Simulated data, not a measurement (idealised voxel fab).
Process module name: voxel air gaps
Cross-section cut: width 170 nm, square cells of 5 nm.
Cross-section format: a grid of square cells, given as bands from top to bottom; each band is one or more rows of cells. Within each band entry, the heights of the top and of the bottom of the band appear first, in that order and in nm; the materials of the band then follow from left to right, each with its corresponding width in nm. The designation "throughout" on a single material indicates that it fills the band from edge to edge; the designation "blank" indicates empty space. Heights are reckoned from 0. Under this level, the received wafer is all of one material. The bottommost band is open-ended downward, for example "0 -> down". Per-row width for "30 to 40": begins at first number (top row of band), ends at second number (bottom row), increment between rows held constant. When a step is marked "identical to before", none of the cells in the cross-section changed during that step. Reported under the label "Trapped void list" are the empty spaces having no open way to the top and comprising 8 cells or more; the notation for each is width x height at distance, in which the distance is measured from the left edge and all three values are in nm. On a step's line, text after the settings is the simulator commenting on that step. A step's line can hold "overlay nm"; with a mask on that step, the setting says how far right of the planned place the mask lay, while a negative setting says it lay to the left. Each pair of cross-sections that follows straddles one process step: the one shows the state before the step, the other the state after it, down to the lowest band that changed and no further. The step in question, and its settings, are given under the pair. Note that a pair is not necessarily a continuation of the pair above it, since pairs can come from different runs of this module on the same starting wafer; it is a continuation only where its entry headed "Structure before processing" says so.

Structure before processing:
- 55 -> 15 | 30 of lowk  20 of blank  25 of lowk  20 of blank  25 of lowk  20 of blank  30 of lowk
- 15 -> 10 | SiN throughout
- 10 -> 0 | SiO2 throughout
- 0 -> down | Si throughout
- Trapped void list: none

State After Step:
- 60 -> 55 | 35 of SiCN  10 of blank  35 of SiCN  10 of blank  35 of SiCN  10 of blank  35 of SiCN
- 55 -> 20 | 30 of lowk  5 of SiCN  10 of blank  5 of SiCN  25 of lowk  5 of SiCN  10 of blank  5 of SiCN  25 of lowk  5 of SiCN  10 of blank  5 of SiCN  30 of lowk
- 20 -> 15 | 30 of lowk  20 of SiCN  25 of lowk  20 of SiCN  25 of lowk  20 of SiCN  30 of lowk
- Below a height of 15, the structure has not been altered.
- Trapped void list: none
The structure goes from the before cross-section above to the after cross-section through CONFORMAL_DEP [material SiCN] [thk nm 5]

Structure before processing: the cross-section after the pair above

State After Step:
- 70 -> 60 | Ru throughout
- 60 -> 55 | 35 of SiCN  10 of Ru  35 of SiCN  10 of Ru  35 of SiCN  10 of Ru  35 of SiCN
- 55 -> 20 | 30 of lowk  5 of SiCN  10 of Ru  5 of SiCN  25 of lowk  5 of SiCN  10 of Ru  5 of SiCN  25 of lowk  5 of SiCN  10 of Ru  5 of SiCN  30 of lowk
- Below a height of 20, the structure has not been altered.
- Trapped void list: none
The structure goes from the before cross-section above to the after cross-section through FILL_DEP [material Ru] [thk nm 10]

Structure before processing: the cross-section after the pair above

State After Step:
- 55 -> 20 | 30 of lowk  5 of SiCN  10 of Ru  5 of SiCN  25 of lowk  5 of SiCN  10 of Ru  5 of SiCN  25 of lowk  5 of SiCN  10 of Ru  5 of SiCN  30 of lowk
- Below a height of 20, the structure has not been altered.
- Trapped void list: none
The structure goes from the before cross-section above to the after cross-section through CMP [height nm 55]

Structure before processing: the cross-section after the pair above

State After Step:
- 65 -> 55 | 25 of blank  30 of Ru  15 of blank  30 of Ru  15 of blank  30 of Ru  25 of blank
- Below a height of 55, the structure has not been altered.
- Trapped void list: none
The structure goes from the before cross-section above to the after cross-section through EPI [material Ru] [thk nm 10]

Structure before processing: the cross-section after the pair above

State After Step:
- 65 -> 55 | 25 of blank  30 of Ru  15 of blank  30 of Ru  15 of blank  30 of Ru  25 of blank
- 55 -> 20 | 30 of blank  5 of SiCN  10 of Ru  5 of SiCN  25 of blank  5 of SiCN  10 of Ru  5 of SiCN  25 of blank  5 of SiCN  10 of Ru  5 of SiCN  30 of blank
- 20 -> 15 | 30 of blank  20 of SiCN  25 of blank  20 of SiCN  25 of blank  20 of SiCN  30 of blank
- Below a height of 15, the structure has not been altered.
- Trapped void list: none
The structure goes from the before cross-section above to the after cross-section through SELECTIVE_ETCH [etch materials lowk] [depth nm 50]

Structure before processing: the cross-section after the pair above

State After Step:
- 70 -> 65 | 20 of blank  40 of SiCN  5 of blank  40 of SiCN  5 of blank  40 of SiCN  20 of blank
- 65 -> 55 | 20 of blank  5 of SiCN  30 of Ru  5 of SiCN  5 of blank  5 of SiCN  30 of Ru  5 of SiCN  5 of blank  5 of SiCN  30 of Ru  5 of SiCN  20 of blank
- 55 -> 50 | 20 of blank  15 of SiCN  10 of Ru  15 of SiCN  5 of blank  15 of SiCN  10 of Ru  15 of SiCN  5 of blank  15 of SiCN  10 of Ru  15 of SiCN  20 of blank
- 50 -> 20 | 25 of blank  10 of SiCN  10 of Ru  10 of SiCN  15 of blank  10 of SiCN  10 of Ru  10 of SiCN  15 of blank  10 of SiCN  10 of Ru  10 of SiCN  25 of blank
- 20 -> 15 | SiCN throughout
- Below a height of 15, the structure has not been altered.
- Trapped void list: none
The structure goes from the before cross-section above to the after cross-section through CONFORMAL_DEP [material SiCN] [thk nm 5]

Structure before processing:
- 65 -> 55 | aC throughout
- 55 -> 15 | lowk throughout
- 15 -> 10 | SiN throughout
- 10 -> 0 | SiO2 throughout
- 0 -> down | Si throughout
- Trapped void list: none

State After Step:
- 90 -> 65 | 30 of blank  20 of resist  25 of blank  20 of resist  25 of blank  20 of resist  30 of blank
- Below a height of 65, the structure has not been altered.
- Trapped void list: none
The structure goes from the before cross-section above to the after cross-section through PATTERN [tone cover] [mask id LINES] [material resist] [width nm 20] [pitch nm 45] [thk nm 25] [overlay nm 0]

Structure before processing: the cross-section after the pair above

State After Step:
- 80 -> 65 | 30 of blank  20 of resist  25 of blank  20 of resist  25 of blank  20 of resist  30 of blank
- 65 -> 55 | 30 of blank  20 of aC  25 of blank  20 of aC  25 of blank  20 of aC  30 of blank
- Below a height of 55, the structure has not been altered.
- Trapped void list: none
The structure goes from the before cross-section above to the after cross-section through DIRECTIONAL_ETCH [etch materials aC] [depth nm 10]

Structure before processing: the cross-section after the pair above

State After Step:
- 65 -> 55 | 30 of blank  20 of aC  25 of blank  20 of aC  25 of blank  20 of aC  30 of blank
- Below a height of 55, the structure has not been altered.
- Trapped void list: none
The structure goes from the before cross-section above to the after cross-section through STRIP [etch materials resist]

Structure before processing: the cross-section after the pair above

State After Step:
- 65 -> 55 | 30 of blank  20 of aC  25 of blank  20 of aC  25 of blank  20 of aC  30 of blank
- 55 -> 15 | 30 of blank  20 of lowk  25 of blank  20 of lowk  25 of blank  20 of lowk  30 of blank
- Below a height of 15, the structure has not been altered.
- Trapped void list: none
The structure goes from the before cross-section above to the after cross-section through DIRECTIONAL_ETCH [etch materials lowk] [depth nm 40]

Structure before processing: the cross-section after the pair above

State After Step:
- 55 -> 15 | 30 of blank  20 of lowk  25 of blank  20 of lowk  25 of blank  20 of lowk  30 of blank
- Below a height of 15, the structure has not been altered.
- Trapped void list: none
The structure goes from the before cross-section above to the after cross-section through STRIP [etch materials aC]

Structure before processing: the cross-section after the pair above

State After Step:
- 60 -> 55 | 25 of blank  30 of TiN  15 of blank  30 of TiN  15 of blank  30 of TiN  25 of blank
- 55 -> 20 | 25 of blank  5 of TiN  20 of lowk  5 of TiN  15 of blank  5 of TiN  20 of lowk  5 of TiN  15 of blank  5 of TiN  20 of lowk  5 of TiN  25 of blank
- 20 -> 15 | 30 of TiN  20 of lowk  25 of TiN  20 of lowk  25 of TiN  20 of lowk  30 of TiN
- Below a height of 15, the structure has not been altered.
- Trapped void list: none
The structure goes from the before cross-section above to the after cross-section through CONFORMAL_DEP [material TiN] [thk nm 5]

Structure before processing: the cross-section after the pair above

State After Step:
- 70 -> 60 | Ru throughout
- 60 -> 55 | 25 of Ru  30 of TiN  15 of Ru  30 of TiN  15 of Ru  30 of TiN  25 of Ru
- 55 -> 20 | 25 of Ru  5 of TiN  20 of lowk  5 of TiN  15 of Ru  5 of TiN  20 of lowk  5 of TiN  15 of Ru  5 of TiN  20 of lowk  5 of TiN  25 of Ru
- Below a height of 20, the structure has not been altered.
- Trapped void list: none
The structure goes from the before cross-section above to the after cross-section through FILL_DEP [material Ru] [thk nm 10]

Structure before processing: the cross-section after the pair above

State After Step:
- 55 -> 20 | 25 of Ru  5 of TiN  20 of lowk  5 of TiN  15 of Ru  5 of TiN  20 of lowk  5 of TiN  15 of Ru  5 of TiN  20 of lowk  5 of TiN  25 of Ru
- Below a height of 20, the structure has not been altered.
- Trapped void list: none
The structure goes from the before cross-section above to the after cross-section through CMP [height nm 55]

Structure before processing: the cross-section after the pair above

State After Step:
- 65 -> 55 | Ru throughout
- Below a height of 55, the structure has not been altered.
- Trapped void list: none
The structure goes from the before cross-section above to the after cross-section through EPI [material Ru] [thk nm 10]

Structure before processing: the cross-section after the pair above

State After Step:
- 70 -> 65 | SiCN throughout
- Below a height of 65, the structure has not been altered.
- Trapped void list: none
The structure goes from the before cross-section above to the after cross-section through CONFORMAL_DEP [material SiCN] [thk nm 5]
